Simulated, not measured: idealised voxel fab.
process module | voxel quadruple lines
cross-section cut | 300 nm wide | cells 5 nm
A cross-section is a grid of square cells, given in bands from the top down. A band is one or more rows of cells.
Each band's line starts with the height of the band's top and of its bottom, in nm. Then come its materials from left to right, each with its width in nm. One material with "throughout" fills the band from edge to edge. "air" is empty space.
Height 0 is the level under which the wafer as received is all one material. The lowest band goes on downwards, as in "0 down".
A width such as "30 to 40" changes by the same amount from each row of cells to the next, from the band's top row to its bottom row.
"no change" after a step means that no cell of the cross-section changed.
closed voids: empty space of 8 cells or more with no open way to the top, each as width x height at its distance from the left edge, in nm
after a step's settings: what the simulator itself notes on the step
overlay nm, on a step with a mask: how far to the right of its planned place the mask lay; to the left if negative
plan
1 op RECEIVE | material Si
2 op CONFORMAL_DEP | material Al2O3 | thk nm 5
3 op DIRECTIONAL_DEP | material W | thk nm 15
4 op DIRECTIONAL_DEP | material polySi | thk nm 20
5 op DIRECTIONAL_DEP | material aC | thk nm 25
6 op PATTERN | tone cover | mask id MANDREL | material resist | width nm 25 | pitch nm 80 | thk nm 35 | overlay nm 0
7 op DIRECTIONAL_ETCH | etch materials aC | depth nm 25
8 op STRIP | etch materials resist
9 op CONFORMAL_DEP | material SiO2 | thk nm 15
10 op DIRECTIONAL_ETCH | etch materials SiO2 | depth nm 15
11 op STRIP | etch materials aC
12 op DIRECTIONAL_ETCH | etch materials polySi | depth nm 20
13 op STRIP | etch materials SiO2
14 op CONFORMAL_DEP | material SiCN | thk nm 5
15 op DIRECTIONAL_ETCH | etch materials SiCN | depth nm 5
16 op STRIP | etch materials polySi
17 op DIRECTIONAL_ETCH | etch materials W | depth nm 15
18 op STRIP | etch materials SiCN
19 op FILL_DEP | material SiO2 | thk nm 10
20 op CMP | height nm 20
first wafer, as planned
as received, after step 1
  0 down: Si throughout
  closed voids: none
after step 2
  5 to 0: Al2O3 throughout
  below 0: unchanged
after step 3
  20 to 5: W throughout
  below 5: unchanged
after step 4
  40 to 20: polySi throughout
  below 20: unchanged
after step 5
  65 to 40: aC throughout
  below 40: unchanged
after step 6
  100 to 65: air 95 | resist 25 | air 55 | resist 25 | air 100
  below 65: unchanged
after step 7
  75 to 65: air 95 | resist 25 | air 55 | resist 25 | air 100
  65 to 40: air 95 | aC 25 | air 55 | aC 25 | air 100
  below 40: unchanged
after step 8
  65 to 40: air 95 | aC 25 | air 55 | aC 25 | air 100
  below 40: unchanged
after step 9
  80 to 65: air 80 | SiO2 55 | air 25 | SiO2 55 | air 85
  65 to 55: air 80 | SiO2 15 | aC 25 | SiO2 15 | air 25 | SiO2 15 | aC 25 | SiO2 15 | air 85
  55 to 40: SiO2 95 | aC 25 | SiO2 55 | aC 25 | SiO2 100
  below 40: unchanged
after step 10
  65 to 40: air 80 | SiO2 15 | aC 25 | SiO2 15 | air 25 | SiO2 15 | aC 25 | SiO2 15 | air 85
  below 40: unchanged
after step 11
  65 to 40: air 80 | SiO2 15 | air 25 | SiO2 15 | air 25 | SiO2 15 | air 25 | SiO2 15 | air 85
  below 40: unchanged
after step 12
  65 to 40: air 80 | SiO2 15 | air 25 | SiO2 15 | air 25 | SiO2 15 | air 25 | SiO2 15 | air 85
  40 to 20: air 80 | polySi 15 | air 25 | polySi 15 | air 25 | polySi 15 | air 25 | polySi 15 | air 85
  below 20: unchanged
after step 13
  40 to 20: air 80 | polySi 15 | air 25 | polySi 15 | air 25 | polySi 15 | air 25 | polySi 15 | air 85
  below 20: unchanged
after step 14
  45 to 40: air 75 | SiCN 25 | air 15 | SiCN 25 | air 15 | SiCN 25 | air 15 | SiCN 25 | air 80
  40 to 25: air 75 | SiCN 5 | polySi 15 | SiCN 5 | air 15 | SiCN 5 | polySi 15 | SiCN 5 | air 15 | SiCN 5 | polySi 15 | SiCN 5 | air 15 | SiCN 5 | polySi 15 | SiCN 5 | air 80
  25 to 20: SiCN 80 | polySi 15 | SiCN 25 | polySi 15 | SiCN 25 | polySi 15 | SiCN 25 | polySi 15 | SiCN 85
  below 20: unchanged
after step 15
  40 to 20: air 75 | SiCN 5 | polySi 15 | SiCN 5 | air 15 | SiCN 5 | polySi 15 | SiCN 5 | air 15 | SiCN 5 | polySi 15 | SiCN 5 | air 15 | SiCN 5 | polySi 15 | SiCN 5 | air 80
  below 20: unchanged
after step 16
  40 to 20: air 75 | SiCN 5 | air 15 | SiCN 5 | air 15 | SiCN 5 | air 15 | SiCN 5 | air 15 | SiCN 5 | air 15 | SiCN 5 | air 15 | SiCN 5 | air 15 | SiCN 5 | air 80
  below 20: unchanged
after step 17
  40 to 20: air 75 | SiCN 5 | air 15 | SiCN 5 | air 15 | SiCN 5 | air 15 | SiCN 5 | air 15 | SiCN 5 | air 15 | SiCN 5 | air 15 | SiCN 5 | air 15 | SiCN 5 | air 80
  20 to 5: air 75 | W 5 | air 15 | W 5 | air 15 | W 5 | air 15 | W 5 | air 15 | W 5 | air 15 | W 5 | air 15 | W 5 | air 15 | W 5 | air 80
  below 5: unchanged
after step 18
  20 to 5: air 75 | W 5 | air 15 | W 5 | air 15 | W 5 | air 15 | W 5 | air 15 | W 5 | air 15 | W 5 | air 15 | W 5 | air 15 | W 5 | air 80
  below 5: unchanged
after step 19
  30 to 20: SiO2 throughout
  20 to 5: SiO2 75 | W 5 | SiO2 15 | W 5 | SiO2 15 | W 5 | SiO2 15 | W 5 | SiO2 15 | W 5 | SiO2 15 | W 5 | SiO2 15 | W 5 | SiO2 15 | W 5 | SiO2 80
  below 5: unchanged
after step 20
  20 to 5: SiO2 75 | W 5 | SiO2 15 | W 5 | SiO2 15 | W 5 | SiO2 15 | W 5 | SiO2 15 | W 5 | SiO2 15 | W 5 | SiO2 15 | W 5 | SiO2 15 | W 5 | SiO2 80
  below 5: unchanged
second wafer: like start, like plan, one mistake. Through step 15 it matches the first wafer
when step 16 should have ended
  40 to 20: air 75 | SiCN 5 | air 15 | SiCN 5 | air 15 | SiCN 5 | air 15 | SiCN 5 | air 15 | SiCN 5 | air 15 | SiCN 5 | air 15 | SiCN 5 | air 15 | SiCN 5 | air 80
  below 20: unchanged
when step 17 should have ended
  40 to 20: air 75 | SiCN 5 | air 15 | SiCN 5 | air 15 | SiCN 5 | air 15 | SiCN 5 | air 15 | SiCN 5 | air 15 | SiCN 5 | air 15 | SiCN 5 | air 15 | SiCN 5 | air 80
  20 to 5: air 75 | W 5 | air 15 | W 5 | air 15 | W 5 | air 15 | W 5 | air 15 | W 5 | air 15 | W 5 | air 15 | W 5 | air 15 | W 5 | air 80
  below 5: unchanged
when step 18 should have ended
  20 to 5: air 75 | W 5 | air 15 | W 5 | air 15 | W 5 | air 15 | W 5 | air 15 | W 5 | air 15 | W 5 | air 15 | W 5 | air 15 | W 5 | air 80
  below 5: unchanged
when step 19 should have ended
  30 to 20: SiO2 throughout
  20 to 5: SiO2 75 | W 5 | SiO2 15 | W 5 | SiO2 15 | W 5 | SiO2 15 | W 5 | SiO2 15 | W 5 | SiO2 15 | W 5 | SiO2 15 | W 5 | SiO2 15 | W 5 | SiO2 80
  below 5: unchanged
when step 20 should have ended
  20 to 5: SiO2 75 | W 5 | SiO2 15 | W 5 | SiO2 15 | W 5 | SiO2 15 | W 5 | SiO2 15 | W 5 | SiO2 15 | W 5 | SiO2 15 | W 5 | SiO2 15 | W 5 | SiO2 80
  below 5: unchanged
what went wrong: step 16 was run twice
at the end the two cross-sections are the same: no effect in what this model computes
